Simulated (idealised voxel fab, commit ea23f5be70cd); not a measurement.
Process module under the name voxel wiring stack
Xsec cut, 250 nm wide, square cell size 5 nm.
Think of the cross-section as a grid of square cells. We describe it in bands, top to bottom, and each band covers one or more rows of those cells. It is stipulated that each band's entry specify, in nanometres, the height of the top of the band and then that of its bottom, followed by the materials of the band in left-to-right sequence, each together with its width in nanometres. A single material marked by the word "all across" is understood to fill the band from edge to edge; the word "blank" is understood to denote empty space. Height 0 is the level under which the wafer as received is all one material. The lowest band goes on downwards, as in "0..down". When a width is written as two numbers, as in "30..40", the first number is the width in the top row of cells of the band and the second is the width in its bottom row, and the width changes by the same amount from each row to the next. Key: "remained the same" - step with no changed cell in the cross-section. "Unvented voids" lists enclosed empty spaces (at least 8 cells, no open path upward to the top), each as width x height at distance from the left edge, in nm. Note: text after step settings on the step line = simulator remark on that step. If you see "overlay nm" on a step's line and that step has a mask, it's telling you how far right of where it was planned the mask ended up; a negative number means it went left instead.

The process steps that were planned are listed below
1: RECEIVE [material Si]
2: CONFORMAL_DEP [material SiO2] [thk nm 15]
3: CONFORMAL_DEP [material SiN] [thk nm 5]
4: DIRECTIONAL_DEP [material SiO2] [thk nm 15]
5: DIRECTIONAL_DEP [material aC] [thk nm 15]
6: PATTERN [tone open] [mask id METAL_1] [material resist] [width nm 30] [pitch nm 60] [thk nm 30] [overlay nm 0]
7: DIRECTIONAL_ETCH [etch materials aC] [depth nm 15]
8: STRIP [etch materials resist]
9: DIRECTIONAL_ETCH [etch materials SiO2] [depth nm 15]
10: DIRECTIONAL_ETCH [etch materials SiN] [depth nm 5]
11: STRIP [etch materials aC]
12: CONFORMAL_DEP [material TiN] [thk nm 5]
13: FILL_DEP [material Cu] [thk nm 10]
14: CMP [height nm 35]
15: EPI [material Ru] [thk nm 5]
16: FILL_DEP [material SiCN] [thk nm 5]
17: DIRECTIONAL_DEP [material SiO2] [thk nm 10]
18: DIRECTIONAL_DEP [material aC] [thk nm 15]
19: PATTERN [tone open] [mask id PLUG_1] [material resist] [width nm 15] [pitch nm 60] [thk nm 30] [overlay nm 0]
20: DIRECTIONAL_ETCH [etch materials aC] [depth nm 15]
21: STRIP [etch materials resist]
22: DIRECTIONAL_ETCH [etch materials SiO2] [depth nm 10]
23: DIRECTIONAL_ETCH [etch materials SiCN] [depth nm 5]
24: STRIP [etch materials aC]
25: EPI [material Ru] [thk nm 10]
26: EPI [material Ru] [thk nm 5]
27: CONFORMAL_DEP [material SiCN] [thk nm 5]
28: DIRECTIONAL_DEP [material lowk] [thk nm 20]
29: DIRECTIONAL_DEP [material aC] [thk nm 15]
30: PATTERN [tone open] [mask id METAL_2] [material resist] [width nm 30] [pitch nm 60] [thk nm 30] [overlay nm 0]
31: DIRECTIONAL_ETCH [etch materials aC] [depth nm 15]
32: STRIP [etch materials resist]
33: DIRECTIONAL_ETCH [etch materials lowk] [depth nm 20]
34: DIRECTIONAL_ETCH [etch materials SiCN] [depth nm 5]
35: STRIP [etch materials aC]
36: CONFORMAL_DEP [material TiN] [thk nm 5]
37: FILL_DEP [material W] [thk nm 10]
38: CMP [height nm 80]
39: CONFORMAL_DEP [material SiCN] [thk nm 5]
40: DIRECTIONAL_DEP [material SiO2] [thk nm 30]
41: DIRECTIONAL_DEP [material aC] [thk nm 15]
42: PATTERN [tone open] [mask id METAL_3_HOLES] [material resist] [width nm 15] [pitch nm 60] [thk nm 35] [overlay nm 0]
43: DIRECTIONAL_ETCH [etch materials aC] [depth nm 15]
44: STRIP [etch materials resist]
45: DIRECTIONAL_ETCH [etch materials SiO2] [depth nm 30]
46: STRIP [etch materials aC]
47: MASKED_ETCH [tone open] [mask id METAL_3] [width nm 30] [pitch nm 60] [etch materials SiO2] [depth nm 15] [overlay nm 0]
48: MASKED_ETCH [tone open] [mask id METAL_3] [width nm 30] [pitch nm 60] [etch materials SiCN] [depth nm 5] [overlay nm 0]
49: CONFORMAL_DEP [material TiN] [thk nm 5]
50: FILL_DEP [material Ru] [thk nm 10]
51: CMP [height nm 115]
52: CONFORMAL_DEP [material SiCN] [thk nm 5]
53: DIRECTIONAL_DEP [material lowk] [thk nm 25]
54: PATTERN [tone open] [mask id METAL_4_HOLES] [material resist] [width nm 15] [thk nm 15] [overlay nm 0]
55: DIRECTIONAL_ETCH [etch materials lowk] [depth nm 25]
56: STRIP [etch materials resist]
57: MASKED_ETCH [tone open] [mask id METAL_4] [width nm 30] [pitch nm 60] [etch materials lowk] [depth nm 15] [overlay nm 0]
58: MASKED_ETCH [tone open] [mask id METAL_4] [width nm 30] [pitch nm 60] [etch materials SiCN] [depth nm 5] [overlay nm 0]
59: CONFORMAL_DEP [material TiN] [thk nm 5]
60: FILL_DEP [material Cu] [thk nm 10]
61: CMP [height nm 145]
62: CONFORMAL_DEP [material SiCN] [thk nm 5]

First of two wafers, with the run carried out as planned

Wafer cross-section on receipt, i.e. after step 1
	0..down | Si all across
	Unvented voids: none

Cross-section of the wafer subsequent to step 2
	15..0 | SiO2 all across
	Below 0, no change.

Cross-section of the wafer subsequent to step 3
	20..15 | SiN all across
	Below 15, no change.

Cross-section of the wafer subsequent to step 4
	35..20 | SiO2 all across
	Below 20, no change.

Cross-section of the wafer subsequent to step 5
	50..35 | aC all across
	Below 35, no change.

Cross-section of the wafer subsequent to step 6
	80..50 | 80 of resist  30 of blank  30 of resist  30 of blank  80 of resist
	Below 50, no change.

Cross-section of the wafer subsequent to step 7
	65..50 | 80 of resist  30 of blank  30 of resist  30 of blank  80 of resist
	50..35 | 80 of aC  30 of blank  30 of aC  30 of blank  80 of aC
	Below 35, no change.

Cross-section of the wafer subsequent to step 8
	50..35 | 80 of aC  30 of blank  30 of aC  30 of blank  80 of aC
	Below 35, no change.

Cross-section of the wafer subsequent to step 9
	50..35 | 80 of aC  30 of blank  30 of aC  30 of blank  80 of aC
	35..20 | 80 of SiO2  30 of blank  30 of SiO2  30 of blank  80 of SiO2
	Below 20, no change.

Cross-section of the wafer subsequent to step 10
	50..35 | 80 of aC  30 of blank  30 of aC  30 of blank  80 of aC
	35..20 | 80 of SiO2  30 of blank  30 of SiO2  30 of blank  80 of SiO2
	20..15 | 80 of SiN  30 of blank  30 of SiN  30 of blank  80 of SiN
	Below 15, no change.

Cross-section of the wafer subsequent to step 11
	35..20 | 80 of SiO2  30 of blank  30 of SiO2  30 of blank  80 of SiO2
	Below 20, no change.

Cross-section of the wafer subsequent to step 12
	40..35 | 85 of TiN  20 of blank  40 of TiN  20 of blank  85 of TiN
	35..20 | 80 of SiO2  5 of TiN  20 of blank  5 of TiN  30 of SiO2  5 of TiN  20 of blank  5 of TiN  80 of SiO2
	20..15 | 80 of SiN  30 of TiN  30 of SiN  30 of TiN  80 of SiN
	Below 15, no change.

Cross-section of the wafer subsequent to step 13
	50..40 | Cu all across
	40..35 | 85 of TiN  20 of Cu  40 of TiN  20 of Cu  85 of TiN
	35..20 | 80 of SiO2  5 of TiN  20 of Cu  5 of TiN  30 of SiO2  5 of TiN  20 of Cu  5 of TiN  80 of SiO2
	Below 20, no change.

Cross-section of the wafer subsequent to step 14
	35..20 | 80 of SiO2  5 of TiN  20 of Cu  5 of TiN  30 of SiO2  5 of TiN  20 of Cu  5 of TiN  80 of SiO2
	Below 20, no change.

Cross-section of the wafer subsequent to step 15
	40..35 | 75 of blank  40 of Ru  20 of blank  40 of Ru  75 of blank
	Below 35, no change.

Cross-section of the wafer subsequent to step 16
	45..40 | SiCN all across
	40..35 | 75 of SiCN  40 of Ru  20 of SiCN  40 of Ru  75 of SiCN
	Below 35, no change.

Cross-section of the wafer subsequent to step 17
	55..45 | SiO2 all across
	Below 45, no change.

Cross-section of the wafer subsequent to step 18
	70..55 | aC all across
	Below 55, no change.

Cross-section of the wafer subsequent to step 19
	100..70 | 80 of resist  15 of blank  45 of resist  15 of blank  95 of resist
	Below 70, no change.

Cross-section of the wafer subsequent to step 20
	85..70 | 80 of resist  15 of blank  45 of resist  15 of blank  95 of resist
	70..55 | 80 of aC  15 of blank  45 of aC  15 of blank  95 of aC
	Below 55, no change.

Cross-section of the wafer subsequent to step 21
	70..55 | 80 of aC  15 of blank  45 of aC  15 of blank  95 of aC
	Below 55, no change.

Cross-section of the wafer subsequent to step 22
	70..55 | 80 of aC  15 of blank  45 of aC  15 of blank  95 of aC
	55..45 | 80 of SiO2  15 of blank  45 of SiO2  15 of blank  95 of SiO2
	Below 45, no change.

Cross-section of the wafer subsequent to step 23
	70..55 | 80 of aC  15 of blank  45 of aC  15 of blank  95 of aC
	55..45 | 80 of SiO2  15 of blank  45 of SiO2  15 of blank  95 of SiO2
	45..40 | 80 of SiCN  15 of blank  45 of SiCN  15 of blank  95 of SiCN
	Below 40, no change.

Cross-section of the wafer subsequent to step 24
	55..45 | 80 of SiO2  15 of blank  45 of SiO2  15 of blank  95 of SiO2
	Below 45, no change.

Cross-section of the wafer subsequent to step 25
	55..50 | 80 of SiO2  15 of blank  45 of SiO2  15 of blank  95 of SiO2
	50..45 | 80 of SiO2  15 of Ru  45 of SiO2  15 of Ru  95 of SiO2
	45..35 | 80..75 of SiCN  15..40 of Ru  45..20 of SiCN  15..40 of Ru  95..75 of SiCN
	Below 35, no change.

Cross-section of the wafer subsequent to step 26
	55..45 | 80 of SiO2  15 of Ru  45 of SiO2  15 of Ru  95 of SiO2
	Below 45, no change.

Cross-section of the wafer subsequent to step 27
	60..55 | SiCN all across
	Below 55, no change.

Cross-section of the wafer subsequent to step 28
	80..60 | lowk all across
	Below 60, no change.

Cross-section of the wafer subsequent to step 29
	95..80 | aC all across
	Below 80, no change.

Cross-section of the wafer subsequent to step 30
	125..95 | 80 of resist  30 of blank  30 of resist  30 of blank  80 of resist
	Below 95, no change.

Cross-section of the wafer subsequent to step 31
	110..95 | 80 of resist  30 of blank  30 of resist  30 of blank  80 of resist
	95..80 | 80 of aC  30 of blank  30 of aC  30 of blank  80 of aC
	Below 80, no change.

Cross-section of the wafer subsequent to step 32
	95..80 | 80 of aC  30 of blank  30 of aC  30 of blank  80 of aC
	Below 80, no change.

Cross-section of the wafer subsequent to step 33
	95..80 | 80 of aC  30 of blank  30 of aC  30 of blank  80 of aC
	80..60 | 80 of lowk  30 of blank  30 of lowk  30 of blank  80 of lowk
	Below 60, no change.

Cross-section of the wafer subsequent to step 34
	95..80 | 80 of aC  30 of blank  30 of aC  30 of blank  80 of aC
	80..60 | 80 of lowk  30 of blank  30 of lowk  30 of blank  80 of lowk
	60..55 | 80 of SiCN  30 of blank  30 of SiCN  30 of blank  80 of SiCN
	Below 55, no change.

Cross-section of the wafer subsequent to step 35
	80..60 | 80 of lowk  30 of blank  30 of lowk  30 of blank  80 of lowk
	Below 60, no change.

Cross-section of the wafer subsequent to step 36
	85..80 | 85 of TiN  20 of blank  40 of TiN  20 of blank  85 of TiN
	80..60 | 80 of lowk  5 of TiN  20 of blank  5 of TiN  30 of lowk  5 of TiN  20 of blank  5 of TiN  80 of lowk
	60..55 | 80 of SiCN  30 of TiN  30 of SiCN  30 of TiN  80 of SiCN
	Below 55, no change.

Cross-section of the wafer subsequent to step 37
	95..85 | W all across
	85..80 | 85 of TiN  20 of W  40 of TiN  20 of W  85 of TiN
	80..60 | 80 of lowk  5 of TiN  20 of W  5 of TiN  30 of lowk  5 of TiN  20 of W  5 of TiN  80 of lowk
	Below 60, no change.

Cross-section of the wafer subsequent to step 38
	80..60 | 80 of lowk  5 of TiN  20 of W  5 of TiN  30 of lowk  5 of TiN  20 of W  5 of TiN  80 of lowk
	Below 60, no change.

Cross-section of the wafer subsequent to step 39
	85..80 | SiCN all across
	Below 80, no change.

Cross-section of the wafer subsequent to step 40
	115..85 | SiO2 all across
	Below 85, no change.

Cross-section of the wafer subsequent to step 41
	130..115 | aC all across
	Below 115, no change.

Cross-section of the wafer subsequent to step 42
	165..130 | 80 of resist  15 of blank  45 of resist  15 of blank  95 of resist
	Below 130, no change.

Cross-section of the wafer subsequent to step 43
	150..130 | 80 of resist  15 of blank  45 of resist  15 of blank  95 of resist
	130..115 | 80 of aC  15 of blank  45 of aC  15 of blank  95 of aC
	Below 115, no change.

Cross-section of the wafer subsequent to step 44
	130..115 | 80 of aC  15 of blank  45 of aC  15 of blank  95 of aC
	Below 115, no change.

Cross-section of the wafer subsequent to step 45
	130..115 | 80 of aC  15 of blank  45 of aC  15 of blank  95 of aC
	115..85 | 80 of SiO2  15 of blank  45 of SiO2  15 of blank  95 of SiO2
	Below 85, no change.

Cross-section of the wafer subsequent to step 46
	115..85 | 80 of SiO2  15 of blank  45 of SiO2  15 of blank  95 of SiO2
	Below 85, no change.

Cross-section of the wafer subsequent to step 47
	115..100 | 80 of SiO2  30 of blank  30 of SiO2  30 of blank  80 of SiO2
	Below 100, no change.

Cross-section of the wafer subsequent to step 48
	115..100 | 80 of SiO2  30 of blank  30 of SiO2  30 of blank  80 of SiO2
	100..85 | 80 of SiO2  15 of blank  45 of SiO2  15 of blank  95 of SiO2
	85..80 | 80 of SiCN  15 of blank  45 of SiCN  15 of blank  95 of SiCN
	Below 80, no change.

Cross-section of the wafer subsequent to step 49
	120..115 | 85 of TiN  20 of blank  40 of TiN  20 of blank  85 of TiN
	115..105 | 80 of SiO2  5 of TiN  20 of blank  5 of TiN  30 of SiO2  5 of TiN  20 of blank  5 of TiN  80 of SiO2
	105..100 | 80 of SiO2  5 of TiN  5 of blank  20 of TiN  30 of SiO2  5 of TiN  5 of blank  20 of TiN  80 of SiO2
	100..85 | 80 of SiO2  5 of TiN  5 of blank  5 of TiN  45 of SiO2  5 of TiN  5 of blank  5 of TiN  95 of SiO2
	85..80 | 80 of SiCN  15 of TiN  45 of SiCN  15 of TiN  95 of SiCN
	Below 80, no change.

Cross-section of the wafer subsequent to step 50
	130..120 | Ru all across
	120..115 | 85 of TiN  20 of Ru  40 of TiN  20 of Ru  85 of TiN
	115..105 | 80 of SiO2  5 of TiN  20 of Ru  5 of TiN  30 of SiO2  5 of TiN  20 of Ru  5 of TiN  80 of SiO2
	105..100 | 80 of SiO2  5 of TiN  5 of Ru  20 of TiN  30 of SiO2  5 of TiN  5 of Ru  20 of TiN  80 of SiO2
	100..85 | 80 of SiO2  5 of TiN  5 of Ru  5 of TiN  45 of SiO2  5 of TiN  5 of Ru  5 of TiN  95 of SiO2
	Below 85, no change.

Cross-section of the wafer subsequent to step 51
	115..105 | 80 of SiO2  5 of TiN  20 of Ru  5 of TiN  30 of SiO2  5 of TiN  20 of Ru  5 of TiN  80 of SiO2
	Below 105, no change.

Cross-section of the wafer subsequent to step 52
	120..115 | SiCN all across
	Below 115, no change.

Cross-section of the wafer subsequent to step 53
	145..120 | lowk all across
	Below 120, no change.

Cross-section of the wafer subsequent to step 54
	160..145 | 80 of resist  15 of blank  155 of resist
	Below 145, no change.

Cross-section of the wafer subsequent to step 55
	160..145 | 80 of resist  15 of blank  155 of resist
	145..120 | 80 of lowk  15 of blank  155 of lowk
	Below 120, no change.

Cross-section of the wafer subsequent to step 56
	145..120 | 80 of lowk  15 of blank  155 of lowk
	Below 120, no change.

Cross-section of the wafer subsequent to step 57
	145..130 | 80 of lowk  30 of blank  30 of lowk  30 of blank  80 of lowk
	Below 130, no change.

Cross-section of the wafer subsequent to step 58
	145..130 | 80 of lowk  30 of blank  30 of lowk  30 of blank  80 of lowk
	130..120 | 80 of lowk  15 of blank  155 of lowk
	120..115 | 80 of SiCN  15 of blank  155 of SiCN
	Below 115, no change.

Cross-section of the wafer subsequent to step 59
	150..145 | 85 of TiN  20 of blank  40 of TiN  20 of blank  85 of TiN
	145..135 | 80 of lowk  5 of TiN  20 of blank  5 of TiN  30 of lowk  5 of TiN  20 of blank  5 of TiN  80 of lowk
	135..130 | 80 of lowk  5 of TiN  5 of blank  20 of TiN  30 of lowk  30 of TiN  80 of lowk
	130..120 | 80 of lowk  5 of TiN  5 of blank  5 of TiN  155 of lowk
	120..115 | 80 of SiCN  15 of TiN  155 of SiCN
	Below 115, no change.

Cross-section of the wafer subsequent to step 60
	160..150 | Cu all across
	150..145 | 85 of TiN  20 of Cu  40 of TiN  20 of Cu  85 of TiN
	145..135 | 80 of lowk  5 of TiN  20 of Cu  5 of TiN  30 of lowk  5 of TiN  20 of Cu  5 of TiN  80 of lowk
	135..130 | 80 of lowk  5 of TiN  5 of Cu  20 of TiN  30 of lowk  30 of TiN  80 of lowk
	130..120 | 80 of lowk  5 of TiN  5 of Cu  5 of TiN  155 of lowk
	Below 120, no change.

Cross-section of the wafer subsequent to step 61
	145..135 | 80 of lowk  5 of TiN  20 of Cu  5 of TiN  30 of lowk  5 of TiN  20 of Cu  5 of TiN  80 of lowk
	Below 135, no change.

Cross-section of the wafer subsequent to step 62
	150..145 | SiCN all across
	Below 145, no change.

For the second wafer, take the first wafer's start and plan, then add one mistake made in running it; everything through step 18, that step included, is shared with the first

Cross-section of the second wafer at the time step 19 of the plan should have ended
	100..70 | 80 of blank  15 of resist  45 of blank  15 of resist  95 of blank
	Below 70, no change.

Cross-section of the second wafer at the time step 20 of the plan should have ended
	85..70 | 80 of blank  15 of resist  45 of blank  15 of resist  95 of blank
	70..55 | 80 of blank  15 of aC  45 of blank  15 of aC  95 of blank
	Below 55, no change.

Cross-section of the second wafer at the time step 21 of the plan should have ended
	70..55 | 80 of blank  15 of aC  45 of blank  15 of aC  95 of blank
	Below 55, no change.

Cross-section of the second wafer at the time step 22 of the plan should have ended
	70..55 | 80 of blank  15 of aC  45 of blank  15 of aC  95 of blank
	55..45 | 80 of blank  15 of SiO2  45 of blank  15 of SiO2  95 of blank
	Below 45, no change.

Cross-section of the second wafer at the time step 23 of the plan should have ended
	70..55 | 80 of blank  15 of aC  45 of blank  15 of aC  95 of blank
	55..45 | 80 of blank  15 of SiO2  45 of blank  15 of SiO2  95 of blank
	45..40 | 80 of blank  15 of SiCN  45 of blank  15 of SiCN  95 of blank
	Below 40, no change.

Cross-section of the second wafer at the time step 24 of the plan should have ended
	55..45 | 80 of blank  15 of SiO2  45 of blank  15 of SiO2  95 of blank
	Below 45, no change.

Cross-section of the second wafer at the time step 25 of the plan should have ended
	55..50 | 80 of blank  15 of SiO2  45 of blank  15 of SiO2  95 of blank
	50..45 | 65 of blank  15 of Ru  15 of SiO2  45 of Ru  15 of SiO2  30 of Ru  65 of blank
	45..40 | 65 of blank  15 of Ru  15 of SiCN  45 of Ru  15 of SiCN  30 of Ru  65 of blank
	Below 40, no change.

Cross-section of the second wafer at the time step 26 of the plan should have ended
	55..45 | 60 of blank  20 of Ru  15 of SiO2  45 of Ru  15 of SiO2  35 of Ru  60 of blank
	45..40 | 60 of blank  20 of Ru  15 of SiCN  45 of Ru  15 of SiCN  35 of Ru  60 of blank
	Below 40, no change.

Cross-section of the second wafer at the time step 27 of the plan should have ended
	60..55 | 55 of blank  140 of SiCN  55 of blank
	55..45 | 55 of blank  5 of SiCN  20 of Ru  15 of SiO2  45 of Ru  15 of SiO2  35 of Ru  5 of SiCN  55 of blank
	45..40 | 60 of SiCN  20 of Ru  15 of SiCN  45 of Ru  15 of SiCN  35 of Ru  60 of SiCN
	Below 40, no change.

Cross-section of the second wafer at the time step 28 of the plan should have ended
	80..65 | 55 of blank  140 of lowk  55 of blank
	65..60 | lowk all across
	60..55 | 55 of lowk  140 of SiCN  55 of lowk
	55..45 | 55 of lowk  5 of SiCN  20 of Ru  15 of SiO2  45 of Ru  15 of SiO2  35 of Ru  5 of SiCN  55 of lowk
	Below 45, no change.

Cross-section of the second wafer at the time step 29 of the plan should have ended
	95..80 | 55 of blank  140 of aC  55 of blank
	80..65 | 55 of aC  140 of lowk  55 of aC
	Below 65, no change.

Cross-section of the second wafer at the time step 30 of the plan should have ended
	125..95 | 80 of resist  30 of blank  30 of resist  30 of blank  80 of resist
	95..80 | 55 of resist  140 of aC  55 of resist
	Below 80, no change.

Cross-section of the second wafer at the time step 31 of the plan should have ended
	110..95 | 80 of resist  30 of blank  30 of resist  30 of blank  80 of resist
	95..80 | 55 of resist  25 of aC  30 of blank  30 of aC  30 of blank  25 of aC  55 of resist
	Below 80, no change.

Cross-section of the second wafer at the time step 32 of the plan should have ended
	95..80 | 55 of blank  25 of aC  30 of blank  30 of aC  30 of blank  25 of aC  55 of blank
	Below 80, no change.

Cross-section of the second wafer at the time step 33 of the plan should have ended
	95..80 | 55 of blank  25 of aC  30 of blank  30 of aC  30 of blank  25 of aC  55 of blank
	80..65 | 55 of aC  25 of lowk  30 of blank  30 of lowk  30 of blank  25 of lowk  55 of aC
	65..60 | 80 of lowk  30 of blank  30 of lowk  30 of blank  80 of lowk
	Below 60, no change.

Cross-section of the second wafer at the time step 34 of the plan should have ended
	95..80 | 55 of blank  25 of aC  30 of blank  30 of aC  30 of blank  25 of aC  55 of blank
	80..65 | 55 of aC  25 of lowk  30 of blank  30 of lowk  30 of blank  25 of lowk  55 of aC
	65..60 | 80 of lowk  30 of blank  30 of lowk  30 of blank  80 of lowk
	60..55 | 55 of lowk  25 of SiCN  30 of blank  30 of SiCN  30 of blank  25 of SiCN  55 of lowk
	Below 55, no change.

Cross-section of the second wafer at the time step 35 of the plan should have ended
	80..65 | 55 of blank  25 of lowk  30 of blank  30 of lowk  30 of blank  25 of lowk  55 of blank
	Below 65, no change.

Cross-section of the second wafer at the time step 36 of the plan should have ended
	85..80 | 50 of blank  35 of TiN  20 of blank  40 of TiN  20 of blank  35 of TiN  50 of blank
	80..70 | 50 of blank  5 of TiN  25 of lowk  5 of TiN  20 of blank  5 of TiN  30 of lowk  5 of TiN  20 of blank  5 of TiN  25 of lowk  5 of TiN  50 of blank
	70..65 | 55 of TiN  25 of lowk  5 of TiN  20 of blank  5 of TiN  30 of lowk  5 of TiN  20 of blank  5 of TiN  25 of lowk  55 of TiN
	65..60 | 80 of lowk  5 of TiN  20 of blank  5 of TiN  30 of lowk  5 of TiN  20 of blank  5 of TiN  80 of lowk
	60..55 | 55 of lowk  25 of SiCN  30 of TiN  30 of SiCN  30 of TiN  25 of SiCN  55 of lowk
	Below 55, no change.

Cross-section of the second wafer at the time step 37 of the plan should have ended
	95..85 | W all across
	85..80 | 50 of W  35 of TiN  20 of W  40 of TiN  20 of W  35 of TiN  50 of W
	80..70 | 50 of W  5 of TiN  25 of lowk  5 of TiN  20 of W  5 of TiN  30 of lowk  5 of TiN  20 of W  5 of TiN  25 of lowk  5 of TiN  50 of W
	70..65 | 55 of TiN  25 of lowk  5 of TiN  20 of W  5 of TiN  30 of lowk  5 of TiN  20 of W  5 of TiN  25 of lowk  55 of TiN
	65..60 | 80 of lowk  5 of TiN  20 of W  5 of TiN  30 of lowk  5 of TiN  20 of W  5 of TiN  80 of lowk
	Below 60, no change.

Cross-section of the second wafer at the time step 38 of the plan should have ended
	80..70 | 50 of W  5 of TiN  25 of lowk  5 of TiN  20 of W  5 of TiN  30 of lowk  5 of TiN  20 of W  5 of TiN  25 of lowk  5 of TiN  50 of W
	Below 70, no change.

Cross-section of the second wafer at the time step 39 of the plan should have ended
	85..80 | SiCN all across
	Below 80, no change.

Cross-section of the second wafer at the time step 40 of the plan should have ended
	115..85 | SiO2 all across
	Below 85, no change.

Cross-section of the second wafer at the time step 41 of the plan should have ended
	130..115 | aC all across
	Below 115, no change.

Cross-section of the second wafer at the time step 42 of the plan should have ended
	165..130 | 80 of resist  15 of blank  45 of resist  15 of blank  95 of resist
	Below 130, no change.

Cross-section of the second wafer at the time step 43 of the plan should have ended
	150..130 | 80 of resist  15 of blank  45 of resist  15 of blank  95 of resist
	130..115 | 80 of aC  15 of blank  45 of aC  15 of blank  95 of aC
	Below 115, no change.

Cross-section of the second wafer at the time step 44 of the plan should have ended
	130..115 | 80 of aC  15 of blank  45 of aC  15 of blank  95 of aC
	Below 115, no change.

Cross-section of the second wafer at the time step 45 of the plan should have ended
	130..115 | 80 of aC  15 of blank  45 of aC  15 of blank  95 of aC
	115..85 | 80 of SiO2  15 of blank  45 of SiO2  15 of blank  95 of SiO2
	Below 85, no change.

Cross-section of the second wafer at the time step 46 of the plan should have ended
	115..85 | 80 of SiO2  15 of blank  45 of SiO2  15 of blank  95 of SiO2
	Below 85, no change.

Cross-section of the second wafer at the time step 47 of the plan should have ended
	115..100 | 80 of SiO2  30 of blank  30 of SiO2  30 of blank  80 of SiO2
	Below 100, no change.

Cross-section of the second wafer at the time step 48 of the plan should have ended
	115..100 | 80 of SiO2  30 of blank  30 of SiO2  30 of blank  80 of SiO2
	100..85 | 80 of SiO2  15 of blank  45 of SiO2  15 of blank  95 of SiO2
	85..80 | 80 of SiCN  15 of blank  45 of SiCN  15 of blank  95 of SiCN
	Below 80, no change.

Cross-section of the second wafer at the time step 49 of the plan should have ended
	120..115 | 85 of TiN  20 of blank  40 of TiN  20 of blank  85 of TiN
	115..105 | 80 of SiO2  5 of TiN  20 of blank  5 of TiN  30 of SiO2  5 of TiN  20 of blank  5 of TiN  80 of SiO2
	105..100 | 80 of SiO2  5 of TiN  5 of blank  20 of TiN  30 of SiO2  5 of TiN  5 of blank  20 of TiN  80 of SiO2
	100..85 | 80 of SiO2  5 of TiN  5 of blank  5 of TiN  45 of SiO2  5 of TiN  5 of blank  5 of TiN  95 of SiO2
	85..80 | 80 of SiCN  15 of TiN  45 of SiCN  15 of TiN  95 of SiCN
	Below 80, no change.

Cross-section of the second wafer at the time step 50 of the plan should have ended
	130..120 | Ru all across
	120..115 | 85 of TiN  20 of Ru  40 of TiN  20 of Ru  85 of TiN
	115..105 | 80 of SiO2  5 of TiN  20 of Ru  5 of TiN  30 of SiO2  5 of TiN  20 of Ru  5 of TiN  80 of SiO2
	105..100 | 80 of SiO2  5 of TiN  5 of Ru  20 of TiN  30 of SiO2  5 of TiN  5 of Ru  20 of TiN  80 of SiO2
	100..85 | 80 of SiO2  5 of TiN  5 of Ru  5 of TiN  45 of SiO2  5 of TiN  5 of Ru  5 of TiN  95 of SiO2
	Below 85, no change.

Cross-section of the second wafer at the time step 51 of the plan should have ended
	115..105 | 80 of SiO2  5 of TiN  20 of Ru  5 of TiN  30 of SiO2  5 of TiN  20 of Ru  5 of TiN  80 of SiO2
	Below 105, no change.

Cross-section of the second wafer at the time step 52 of the plan should have ended
	120..115 | SiCN all across
	Below 115, no change.

Cross-section of the second wafer at the time step 53 of the plan should have ended
	145..120 | lowk all across
	Below 120, no change.

Cross-section of the second wafer at the time step 54 of the plan should have ended
	160..145 | 80 of resist  15 of blank  155 of resist
	Below 145, no change.

Cross-section of the second wafer at the time step 55 of the plan should have ended
	160..145 | 80 of resist  15 of blank  155 of resist
	145..120 | 80 of lowk  15 of blank  155 of lowk
	Below 120, no change.

Cross-section of the second wafer at the time step 56 of the plan should have ended
	145..120 | 80 of lowk  15 of blank  155 of lowk
	Below 120, no change.

Cross-section of the second wafer at the time step 57 of the plan should have ended
	145..130 | 80 of lowk  30 of blank  30 of lowk  30 of blank  80 of lowk
	Below 130, no change.

Cross-section of the second wafer at the time step 58 of the plan should have ended
	145..130 | 80 of lowk  30 of blank  30 of lowk  30 of blank  80 of lowk
	130..120 | 80 of lowk  15 of blank  155 of lowk
	120..115 | 80 of SiCN  15 of blank  155 of SiCN
	Below 115, no change.

Cross-section of the second wafer at the time step 59 of the plan should have ended
	150..145 | 85 of TiN  20 of blank  40 of TiN  20 of blank  85 of TiN
	145..135 | 80 of lowk  5 of TiN  20 of blank  5 of TiN  30 of lowk  5 of TiN  20 of blank  5 of TiN  80 of lowk
	135..130 | 80 of lowk  5 of TiN  5 of blank  20 of TiN  30 of lowk  30 of TiN  80 of lowk
	130..120 | 80 of lowk  5 of TiN  5 of blank  5 of TiN  155 of lowk
	120..115 | 80 of SiCN  15 of TiN  155 of SiCN
	Below 115, no change.

Cross-section of the second wafer at the time step 60 of the plan should have ended
	160..150 | Cu all across
	150..145 | 85 of TiN  20 of Cu  40 of TiN  20 of Cu  85 of TiN
	145..135 | 80 of lowk  5 of TiN  20 of Cu  5 of TiN  30 of lowk  5 of TiN  20 of Cu  5 of TiN  80 of lowk
	135..130 | 80 of lowk  5 of TiN  5 of Cu  20 of TiN  30 of lowk  30 of TiN  80 of lowk
	130..120 | 80 of lowk  5 of TiN  5 of Cu  5 of TiN  155 of lowk
	Below 120, no change.

Cross-section of the second wafer at the time step 61 of the plan should have ended
	145..135 | 80 of lowk  5 of TiN  20 of Cu  5 of TiN  30 of lowk  5 of TiN  20 of Cu  5 of TiN  80 of lowk
	Below 135, no change.

Cross-section of the second wafer at the time step 62 of the plan should have ended
	150..145 | SiCN all across
	Below 145, no change.
Which mistake was made when the wafer was run? the process deviated at step 19: the operation and settings actually run there were PATTERN [tone cover] [mask id PLUG_1] [material resist] [width nm 15] [pitch nm 60] [thk nm 30] [overlay nm 0]
The second wafer ends with more or fewer cells of some materials than the first, per final count: Ru +42 | SiCN -32 | SiO2 -76 | TiN +26 | W +40
